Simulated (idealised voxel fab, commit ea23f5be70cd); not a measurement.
Module name: voxel ribs on slabs (process module)
The cross-section on display is named cut; it measures 270 nm wide, and its cells are 5 nm squares.
A cross-section is a grid of square cells, given in bands from the top down. A band is one or more rows of cells.
Heads up on the band format: heights come first, top then bottom, in nm. After that it's the materials left to right, each with its width in nm. A single material flagged "full width" fills the whole band edge to edge, and "air" means there's empty space there.
Counting heights begins at 0, where everything beneath is, in the wafer as received, one material. The lowest band has no bottom; it goes on downwards, as "0 and below" shows.
Top row gets the first number, bottom row gets the second, and each row in between changes by the same step: that is how a band width like "30 to 40" works.
You'll sometimes find "no alterations made" written for a step, and that's the way of saying that nowhere in the cross-section did a cell change during that step.
Voids not open to the top, 8 cells minimum: see "Enclosed cavity list". Written width x height at distance; distance is from the left edge; nm.
Note: text after step settings on the step line = simulator remark on that step.
If you see "overlay nm" on a step's line and that step has a mask, it's telling you how far right of where it was planned the mask ended up; a negative number means it went left instead.

List of planned process steps
1 op RECEIVE | material Si
2 op DIRECTIONAL_DEP | material SiO2 | thk nm 30
3 op DIRECTIONAL_DEP | material SiN | thk nm 20
4 op DIRECTIONAL_DEP | material aC | thk nm 10
5 op PATTERN | tone cover | mask id RIB | material resist | width nm 15 | thk nm 30 | overlay nm 0
6 op DIRECTIONAL_ETCH | etch materials aC | depth nm 10
7 op STRIP | etch materials resist
8 op DIRECTIONAL_ETCH | etch materials SiN | depth nm 15
9 op STRIP | etch materials aC
10 op MASKED_ETCH | tone cover | mask id SLAB | width nm 75 | etch materials SiN | depth nm 5 | overlay nm 0
11 op FILL_DEP | material SiO2 | thk nm 25
12 op CMP | height nm 70
13 op DIRECTIONAL_DEP | material W | thk nm 5
14 op MASKED_ETCH | tone cover | mask id HEATER | width nm 25 | etch materials W | depth nm 5 | overlay nm 0
15 op CONFORMAL_DEP | material SiO2 | thk nm 5

Cross-section of the incoming wafer, state after step 1
	0 and below = Si full width
	Enclosed cavity list: none

First of two wafers: cross-section at end of module, run per plan
	80 down to 75 = air=115 / SiO2=35 / air=120
	75 down to 70 = SiO2=120 / W=25 / SiO2=125
	70 down to 50 = SiO2 full width
	50 down to 35 = SiO2=125 / SiN=15 / SiO2=130
	35 down to 30 = SiO2=95 / SiN=75 / SiO2=100
	30 down to 0 = SiO2 full width
	0 and below = Si full width
	Enclosed cavity list: none

Second of two wafers, module complete, sectioned: it shares the first wafer's start and plan but was run with one mistake
	80 down to 75 = air=115 / SiO2=35 / air=120
	75 down to 70 = SiO2=120 / W=25 / SiO2=125
	70 down to 60 = SiO2=125 to 95 / SiN=15 to 75 / SiO2=130 to 100
	60 down to 0 = SiO2 full width
	0 and below = Si full width
	Enclosed cavity list: none
Which mistake was made when the wafer was run? step 2 of the plan was performed twice
Count the cells at the end and the second wafer has more or fewer of some materials than the first: -6 SiN | +6 SiO2
